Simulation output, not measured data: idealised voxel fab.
The document below concerns the process module designated voxel trench capacitor.
Shown is cross-section cut, with a width of 235 nm and square cells of size 5 nm.
How to read a cross-section here: the picture is a grid of square cells, written as bands going from the top down, and any band can span one or more rows of cells.
Basically the band line says how high the top is and how high the bottom is, in nm, and then what's in it from left to right, every material with its width in nm. Empty space shows up as "air", and if a single material carries "full width" it runs the full band edge to edge.
Height 0 is the level under which the wafer as received is all one material. The lowest band goes on downwards, as in "0..down".
The expression "30->40" gives the width at the extremes of the band, the first number at its top row of cells and the second at its bottom row, with the width changing by equal amounts from each row to the next in between.
Key: "nothing different" - step with no changed cell in the cross-section.
Closed empty spaces (no open way to the top) of 8 cells or more are what "Catalogued sealed voids" lists, each as width x height at distance from the left edge, nm for all three.
Text after the settings on a step's line: the simulator's own remark on that step.
The optional step-line setting "overlay nm" applies to steps with a mask and quantifies how far to the right of its planned location the mask lay, a negative value indicating leftward placement.
[Steps in the process plan]
- 1: RECEIVE [material Si]
- 2: CONFORMAL_DEP [material SiN] [thk nm 10]
- 3: MASKED_ETCH [tone open] [mask id TRENCH] [width nm 15] [pitch nm 45] [etch materials SiN] [depth nm 10] [overlay nm 0]
- 4: MASKED_ETCH [tone open] [mask id TRENCH] [width nm 15] [pitch nm 45] [etch materials Si] [depth nm 25] [overlay nm 0]
- 5: CONFORMAL_DEP [material SiO2] [thk nm 5]
- 6: FILL_DEP [material polySi] [thk nm 5]
- 7: CMP [height nm 10]
[Here's what the wafer looked like in cross-section when it arrived - that's after step 1]
* 0..down | Si full width
* Catalogued sealed voids: none
[Figure: cross-sectional view of the wafer upon completion of the module, processed from the initial state and according to the plan depicted above, with one error introduced during execution]
* 10..5 | SiN 85  SiO2 5  polySi 5  SiO2 5  SiN 30  SiO2 5  polySi 5  SiO2 5  SiN 90
* 5..0 | SiN 85  SiO2 15  SiN 30  SiO2 15  SiN 90
* 0..-25 | Si 95  SiO2 5  Si 40  SiO2 5  Si 90
* -25..down | Si full width
* Catalogued sealed voids: none
Finding, execution versus plan: step 4: run off-plan, actual operation and settings MASKED_ETCH [tone open] [mask id TRENCH] [width nm 15] [pitch nm 45] [etch materials Si] [depth nm 25] [overlay nm 10]
